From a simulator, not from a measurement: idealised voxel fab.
This section sets out a process module, namely voxel fin reveal.
Pictured: cross-section cut, 200 nm wide, on a grid of 5 nm square cells.
Heads up, the way a cross-section reads in here is a grid of square cells, handed over as bands from the top down, with every band being one or more rows of cells. First you get the band's top height and its bottom height, in nm, and then the materials it's made of, left to right, with each width in nm. If you see a single material with "throughout", that one covers the band edge to edge. "empty" is empty space. A quick word on heights: they are counted from 0, and under that level the wafer as it came to us is one material throughout. The lowest band is different from the rest in having no bottom; it simply continues downward, written as in "from 0 down". Width: "30->40" (first number = top row, second number = bottom row, same change from row to row of cells). Any step labelled "no alteration" changed none of the cells in the cross-section. So "Enclosed void listing" is basically the list of trapped voids: any empty space of 8 cells or more that can't reach the top through an opening. They're written width x height at distance, the distance being from the left edge, and it's all nm. That trailing text on a step's line, after the settings, is the simulator's own remark on the step. overlay nm: step with mask; distance mask lay right of planned place; negative value = left of planned place.

**Planned process steps**
1,RECEIVE: material Si
2,CONFORMAL_DEP: material SiN, thk nm 10
3,MASKED_ETCH: tone cover, mask id FINS, width nm 15, pitch nm 35, etch materials SiN, depth nm 10, overlay nm 0
4,MASKED_ETCH: tone cover, mask id FINS, width nm 15, pitch nm 35, etch materials Si, depth nm 40, overlay nm 0
5,FILL_DEP: material SiO2, thk nm 15
6,CMP: height nm 10
7,SELECTIVE_ETCH: etch materials SiO2, depth nm 25
8,STRIP: etch materials SiN

**So, the first of our two wafers, run just as we planned it**

**Delivered wafer in cross-section: state after step 1**
	from 0 down: Si throughout
	Enclosed void listing: none

**Step 2 complete: cross-section through the wafer**
	from 10 to 0: SiN throughout
	Heights below 0 show no change.

**Step 3 complete: cross-section through the wafer**
	from 10 to 0: 75 empty, 15 SiN, 20 empty, 15 SiN, 75 empty
	Heights below 0 show no change.

**Step 4 complete: cross-section through the wafer**
	from 10 to 0: 75 empty, 15 SiN, 20 empty, 15 SiN, 75 empty
	from 0 to -40: 75 empty, 15 Si, 20 empty, 15 Si, 75 empty
	Heights below -40 show no change.

**Step 5 complete: cross-section through the wafer**
	from 25 to 10: SiO2 throughout
	from 10 to 0: 75 SiO2, 15 SiN, 20 SiO2, 15 SiN, 75 SiO2
	from 0 to -40: 75 SiO2, 15 Si, 20 SiO2, 15 Si, 75 SiO2
	Heights below -40 show no change.

**Step 6 complete: cross-section through the wafer**
	from 10 to 0: 75 SiO2, 15 SiN, 20 SiO2, 15 SiN, 75 SiO2
	Heights below 0 show no change.

**Step 7 complete: cross-section through the wafer**
	from 10 to 0: 75 empty, 15 SiN, 20 empty, 15 SiN, 75 empty
	from 0 to -15: 75 empty, 15 Si, 20 empty, 15 Si, 75 empty
	Heights below -15 show no change.

**Step 8 complete: cross-section through the wafer**
	from 0 to -15: 75 empty, 15 Si, 20 empty, 15 Si, 75 empty
	Heights below -15 show no change.

**The second wafer was prepared from the same starting point and under the same plan as the first; its processing contained one mistake, and it remains indistinguishable from the first wafer up to and including step 7**

Second wafer at the planned finish of step 8, seen in cross-section: no alteration
Diagnosis: plan step 8: skipped, not run
Final tally in cells, some materials are higher or lower on the second wafer than on the first: 12 more of SiN
